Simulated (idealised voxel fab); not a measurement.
process module | voxel air gaps
Section shown: cut. Width: 280 nm. Cell size: 5 nm, square.
For the purposes of this document, a cross-section shall be understood as a grid of square cells, specified as bands listed in top-to-bottom order, each band consisting of one or more rows of cells. The entry gives the band's vertical extent as a top height and a bottom height in nm, then its horizontal make-up as materials from left to right, each with a width in nm. "air" stands for empty space; a single material marked "all across" fills the band edge to edge. A quick word on heights: they are counted from 0, and under that level the wafer as it came to us is one material throughout. The lowest band is different from the rest in having no bottom; it simply continues downward, written as in "0..down". Top row gets the first number, bottom row gets the second, and each row in between changes by the same step: that is how a band width like "30->40" works. Step marked "no change"? Then no cell in the cross-section changed in it. "Internal closed voids": empty spaces of 8 cells or more with no open way to the top, each given as width x height at distance, distance from the left edge, all in nm. Anything after a step's settings on that line? It's the simulator's own note about the step. You can add "overlay nm" to a step's line. For a step with a mask, it describes how far the mask lay to the right of its planned position, and a negative number describes a lay to the left.

# The process steps that were planned are listed below
1 RECEIVE: material Si
2 CONFORMAL_DEP: material SiO2, thk nm 10
3 CONFORMAL_DEP: material SiCN, thk nm 5
4 DIRECTIONAL_DEP: material SiO2, thk nm 35
5 MASKED_ETCH: tone open, mask id LINES, width nm 25, pitch nm 50, etch materials SiO2, depth nm 35, overlay nm 0
6 CONFORMAL_DEP: material TiN, thk nm 5
7 FILL_DEP: material Cu, thk nm 10
8 CMP: height nm 50
9 EPI: material Ru, thk nm 10
10 SELECTIVE_ETCH: etch materials SiO2, depth nm 45
11 CONFORMAL_DEP: material SiCN, thk nm 5

# First of two wafers, with the run carried out as planned

# Delivered wafer in cross-section: state after step 1
  0..down: Si all across
  Internal closed voids: none

# Cross-section through the wafer, step 2 finished
  10..0: SiO2 all across
  All layers under 0 are left as they were.

# Cross-section through the wafer, step 3 finished
  15..10: SiCN all across
  All layers under 10 are left as they were.

# Cross-section through the wafer, step 4 finished
  50..15: SiO2 all across
  All layers under 15 are left as they were.

# Cross-section through the wafer, step 5 finished
  50..15: SiO2: 50, air: 25, SiO2: 25, air: 25, SiO2: 25, air: 25, SiO2: 25, air: 25, SiO2: 55
  All layers under 15 are left as they were.

# Cross-section through the wafer, step 6 finished
  55..50: TiN: 55, air: 15, TiN: 35, air: 15, TiN: 35, air: 15, TiN: 35, air: 15, TiN: 60
  50..20: SiO2: 50, TiN: 5, air: 15, TiN: 5, SiO2: 25, TiN: 5, air: 15, TiN: 5, SiO2: 25, TiN: 5, air: 15, TiN: 5, SiO2: 25, TiN: 5, air: 15, TiN: 5, SiO2: 55
  20..15: SiO2: 50, TiN: 25, SiO2: 25, TiN: 25, SiO2: 25, TiN: 25, SiO2: 25, TiN: 25, SiO2: 55
  All layers under 15 are left as they were.

# Cross-section through the wafer, step 7 finished
  65..55: Cu all across
  55..50: TiN: 55, Cu: 15, TiN: 35, Cu: 15, TiN: 35, Cu: 15, TiN: 35, Cu: 15, TiN: 60
  50..20: SiO2: 50, TiN: 5, Cu: 15, TiN: 5, SiO2: 25, TiN: 5, Cu: 15, TiN: 5, SiO2: 25, TiN: 5, Cu: 15, TiN: 5, SiO2: 25, TiN: 5, Cu: 15, TiN: 5, SiO2: 55
  All layers under 20 are left as they were.

# Cross-section through the wafer, step 8 finished
  50..20: SiO2: 50, TiN: 5, Cu: 15, TiN: 5, SiO2: 25, TiN: 5, Cu: 15, TiN: 5, SiO2: 25, TiN: 5, Cu: 15, TiN: 5, SiO2: 25, TiN: 5, Cu: 15, TiN: 5, SiO2: 55
  All layers under 20 are left as they were.

# Cross-section through the wafer, step 9 finished
  60..50: air: 40, Ru: 45, air: 5, Ru: 45, air: 5, Ru: 45, air: 5, Ru: 45, air: 45
  All layers under 50 are left as they were.

# Cross-section through the wafer, step 10 finished
  60..50: air: 40, Ru: 45, air: 5, Ru: 45, air: 5, Ru: 45, air: 5, Ru: 45, air: 45
  50..20: air: 50, TiN: 5, Cu: 15, TiN: 5, air: 25, TiN: 5, Cu: 15, TiN: 5, air: 25, TiN: 5, Cu: 15, TiN: 5, air: 25, TiN: 5, Cu: 15, TiN: 5, air: 55
  20..15: air: 50, TiN: 25, air: 25, TiN: 25, air: 25, TiN: 25, air: 25, TiN: 25, air: 55
  All layers under 15 are left as they were.

# Cross-section through the wafer, step 11 finished
  65..60: air: 35, SiCN: 205, air: 40
  60..50: air: 35, SiCN: 5, Ru: 45, SiCN: 5, Ru: 45, SiCN: 5, Ru: 45, SiCN: 5, Ru: 45, SiCN: 5, air: 40
  50..45: air: 35, SiCN: 15, TiN: 5, Cu: 15, TiN: 5, SiCN: 25, TiN: 5, Cu: 15, TiN: 5, SiCN: 25, TiN: 5, Cu: 15, TiN: 5, SiCN: 25, TiN: 5, Cu: 15, TiN: 5, SiCN: 15, air: 40
  45..20: air: 45, SiCN: 5, TiN: 5, Cu: 15, TiN: 5, SiCN: 5, air: 15, SiCN: 5, TiN: 5, Cu: 15, TiN: 5, SiCN: 5, air: 15, SiCN: 5, TiN: 5, Cu: 15, TiN: 5, SiCN: 5, air: 15, SiCN: 5, TiN: 5, Cu: 15, TiN: 5, SiCN: 5, air: 50
  20..15: SiCN: 50, TiN: 25, SiCN: 25, TiN: 25, SiCN: 25, TiN: 25, SiCN: 25, TiN: 25, SiCN: 55
  All layers under 15 are left as they were.
  Internal closed voids: 15 x 25 at 80; 15 x 25 at 130; 15 x 25 at 180

# Companion wafer, the second of two: same beginning, same intended sequence, one mistake in carrying it out; through step 4 inclusive it tracks the first exactly

# Cross-sectional view of the second wafer at the intended end time of process step 5
  50..15: air: 50, SiO2: 25, air: 25, SiO2: 25, air: 25, SiO2: 25, air: 25, SiO2: 25, air: 55
  All layers under 15 are left as they were.

# Cross-sectional view of the second wafer at the intended end time of process step 6
  55..50: air: 45, TiN: 35, air: 15, TiN: 35, air: 15, TiN: 35, air: 15, TiN: 35, air: 50
  50..20: air: 45, TiN: 5, SiO2: 25, TiN: 5, air: 15, TiN: 5, SiO2: 25, TiN: 5, air: 15, TiN: 5, SiO2: 25, TiN: 5, air: 15, TiN: 5, SiO2: 25, TiN: 5, air: 50
  20..15: TiN: 50, SiO2: 25, TiN: 25, SiO2: 25, TiN: 25, SiO2: 25, TiN: 25, SiO2: 25, TiN: 55
  All layers under 15 are left as they were.

# Cross-sectional view of the second wafer at the intended end time of process step 7
  65..55: Cu all across
  55..50: Cu: 45, TiN: 35, Cu: 15, TiN: 35, Cu: 15, TiN: 35, Cu: 15, TiN: 35, Cu: 50
  50..20: Cu: 45, TiN: 5, SiO2: 25, TiN: 5, Cu: 15, TiN: 5, SiO2: 25, TiN: 5, Cu: 15, TiN: 5, SiO2: 25, TiN: 5, Cu: 15, TiN: 5, SiO2: 25, TiN: 5, Cu: 50
  All layers under 20 are left as they were.

# Cross-sectional view of the second wafer at the intended end time of process step 8
  50..20: Cu: 45, TiN: 5, SiO2: 25, TiN: 5, Cu: 15, TiN: 5, SiO2: 25, TiN: 5, Cu: 15, TiN: 5, SiO2: 25, TiN: 5, Cu: 15, TiN: 5, SiO2: 25, TiN: 5, Cu: 50
  All layers under 20 are left as they were.

# Cross-sectional view of the second wafer at the intended end time of process step 9
  60..50: Ru: 60, air: 5, Ru: 45, air: 5, Ru: 45, air: 5, Ru: 45, air: 5, Ru: 65
  All layers under 50 are left as they were.

# Cross-sectional view of the second wafer at the intended end time of process step 10
  60..50: Ru: 60, air: 5, Ru: 45, air: 5, Ru: 45, air: 5, Ru: 45, air: 5, Ru: 65
  50..20: Cu: 45, TiN: 5, air: 25, TiN: 5, Cu: 15, TiN: 5, air: 25, TiN: 5, Cu: 15, TiN: 5, air: 25, TiN: 5, Cu: 15, TiN: 5, air: 25, TiN: 5, Cu: 50
  20..15: TiN: 50, air: 25, TiN: 25, air: 25, TiN: 25, air: 25, TiN: 25, air: 25, TiN: 55
  All layers under 15 are left as they were.

# Cross-sectional view of the second wafer at the intended end time of process step 11
  65..60: SiCN all across
  60..50: Ru: 60, SiCN: 5, Ru: 45, SiCN: 5, Ru: 45, SiCN: 5, Ru: 45, SiCN: 5, Ru: 65
  50..45: Cu: 45, TiN: 5, SiCN: 25, TiN: 5, Cu: 15, TiN: 5, SiCN: 25, TiN: 5, Cu: 15, TiN: 5, SiCN: 25, TiN: 5, Cu: 15, TiN: 5, SiCN: 25, TiN: 5, Cu: 50
  45..20: Cu: 45, TiN: 5, SiCN: 5, air: 15, SiCN: 5, TiN: 5, Cu: 15, TiN: 5, SiCN: 5, air: 15, SiCN: 5, TiN: 5, Cu: 15, TiN: 5, SiCN: 5, air: 15, SiCN: 5, TiN: 5, Cu: 15, TiN: 5, SiCN: 5, air: 15, SiCN: 5, TiN: 5, Cu: 50
  20..15: TiN: 50, SiCN: 25, TiN: 25, SiCN: 25, TiN: 25, SiCN: 25, TiN: 25, SiCN: 25, TiN: 55
  All layers under 15 are left as they were.
  Internal closed voids: 15 x 25 at 55; 15 x 25 at 105; 15 x 25 at 155; 15 x 25 at 205
Run error: planned and actual differ for step 5; actual: MASKED_ETCH: tone cover, mask id LINES, width nm 25, pitch nm 50, etch materials SiO2, depth nm 35, overlay nm 0
In the final state, the cell counts of the second wafer exceed or fall short of those of the first for the following materials: 96 more of Cu | 32 more of Ru | 4 fewer of SiCN | 16 more of TiN
The first wafer finishes with 3 closed voids, while the second finishes with 4.
